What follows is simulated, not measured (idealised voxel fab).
process module | voxel trench capacitor
cross-section cut | 290 nm wide | cells 5 nm
A cross-section is a grid of square cells, given in bands from the top down. A band is one or more rows of cells.
Each band's line starts with the height of the band's top and of its bottom, in nm. Then come its materials from left to right, each with its width in nm. One material with "throughout" fills the band from edge to edge. "air" is empty space.
Height 0 is the level under which the wafer as received is all one material. The lowest band goes on downwards, as in "0 down".
A width such as "30 to 40" changes by the same amount from each row of cells to the next, from the band's top row to its bottom row.
"no change" after a step means that no cell of the cross-section changed.
closed voids: empty space of 8 cells or more with no open way to the top, each as width x height at its distance from the left edge, in nm
after a step's settings: what the simulator itself notes on the step
overlay nm, on a step with a mask: how far to the right of its planned place the mask lay; to the left if negative
plan
1 op RECEIVE | material Si
2 op CONFORMAL_DEP | material SiN | thk nm 5
3 op DIRECTIONAL_DEP | material aC | thk nm 15
4 op PATTERN | tone open | mask id TRENCH | material resist | width nm 20 | pitch nm 35 | thk nm 30 | overlay nm 0
5 op DIRECTIONAL_ETCH | etch materials aC | depth nm 15
6 op STRIP | etch materials resist
7 op DIRECTIONAL_ETCH | etch materials SiN | depth nm 5
8 op DIRECTIONAL_ETCH | etch materials Si | depth nm 30
9 op STRIP | etch materials aC
10 op CONFORMAL_DEP | material Al2O3 | thk nm 5
11 op FILL_DEP | material polySi | thk nm 10
12 op CMP | height nm 5
as received, after step 1
  0 down: Si throughout
  closed voids: none
first wafer at the end, as planned
  5 to 0: SiN 115 | Al2O3 5 | polySi 10 | Al2O3 5 | SiN 15 | Al2O3 5 | polySi 10 | Al2O3 5 | SiN 120
  0 to -25: Si 115 | Al2O3 5 | polySi 10 | Al2O3 5 | Si 15 | Al2O3 5 | polySi 10 | Al2O3 5 | Si 120
  -25 to -30: Si 115 | Al2O3 20 | Si 15 | Al2O3 20 | Si 120
  -30 down: Si throughout
  closed voids: none
second wafer at the end: like start, like plan, one mistake
  5 to 0: SiN 105 | Al2O3 5 | polySi 10 | Al2O3 5 | SiN 15 | Al2O3 5 | polySi 10 | Al2O3 5 | SiN 130
  0 to -25: Si 105 | Al2O3 5 | polySi 10 | Al2O3 5 | Si 15 | Al2O3 5 | polySi 10 | Al2O3 5 | Si 130
  -25 to -30: Si 105 | Al2O3 20 | Si 15 | Al2O3 20 | Si 130
  -30 down: Si throughout
  closed voids: none
what went wrong: step 4 ran as: op PATTERN | tone open | mask id TRENCH | material resist | width nm 20 | pitch nm 35 | thk nm 30 | overlay nm -10
at the end the second wafer has, in cells: as many of each material as the first, in other places
